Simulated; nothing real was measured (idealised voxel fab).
Title: Process Module voxel spacer lines
Shown is cross-section cut, with a width of 235 nm and square cells of size 5 nm.
A cross-section is written here as square cells arranged in a grid, and it is given in bands from the top down, each band taking up one or more rows of cells. This entry defines a band. It first specifies the height of the band's top and the height of its bottom in nm, and then specifies the band's materials from left to right, stating each material with its width in nm. The word "full width" identifies a single material that fills the band from edge to edge, while the word "empty" identifies empty space. It should be noted that heights are counted from 0, beneath which the wafer as supplied is of one material throughout, and that the lowest band possesses no lower boundary but continues downward, as written in "z 0 and below". With a width like "30->40", each row of cells in the band differs from the next by the same amount, the top row carrying the first number and the bottom row the second. Step marked "no change"? Then no cell in the cross-section changed in it. "Enclosed internal voids": sealed empty spaces, 8 cells or more, no open way to top, listed width x height at distance, with distance from the left edge and width, height and distance in nm. Post-settings text on a step line: simulator's own remark regarding the step. For masked steps, "overlay nm" on the step line gives how far right of plan the mask actually lay; a minus sign means it lay to the left.
Planned process steps:
1 RECEIVE, material Si
2 CONFORMAL_DEP, material Al2O3, thk nm 5
3 DIRECTIONAL_DEP, material W, thk nm 20
4 DIRECTIONAL_DEP, material polySi, thk nm 30
5 PATTERN, tone cover, mask id MANDREL, material resist, width nm 20, pitch nm 60, thk nm 35, overlay nm -15
6 DIRECTIONAL_ETCH, etch materials polySi, depth nm 30
7 STRIP, etch materials resist
8 CONFORMAL_DEP, material SiO2, thk nm 10
9 DIRECTIONAL_ETCH, etch materials SiO2, depth nm 10
10 STRIP, etch materials polySi
11 DIRECTIONAL_ETCH, etch materials W, depth nm 20
12 STRIP, etch materials SiO2
13 FILL_DEP, material SiO2, thk nm 5
14 CMP, height nm 25
Across this set of wafers, the varied parameter is the overlay nm of step 5. Starting conditions are identical for every wafer, and the plan reports the value assigned to the first wafer.
Cross-sectional view of the first of several wafers in the as-received condition, corresponding to the state following step 1:
* z 0 and below  Si full width
* Enclosed internal voids: none
Below: a row per wafer. Contents at end of module: for every material, cells gained since receipt (+) or lost since receipt (-); then closed voids:
overlay nm -15 | +47 Al2O3 | +156 SiO2 | +32 W | Enclosed internal voids: none
overlay nm -10 | +47 Al2O3 | +156 SiO2 | +32 W | Enclosed internal voids: none
overlay nm -5 | +47 Al2O3 | +156 SiO2 | +32 W | Enclosed internal voids: none
overlay nm 0 | +47 Al2O3 | +156 SiO2 | +32 W | Enclosed internal voids: none
overlay nm 5 | +47 Al2O3 | +156 SiO2 | +32 W | Enclosed internal voids: none
overlay nm 10 | +47 Al2O3 | +156 SiO2 | +32 W | Enclosed internal voids: none
overlay nm 15 | +47 Al2O3 | +156 SiO2 | +32 W | Enclosed internal voids: none
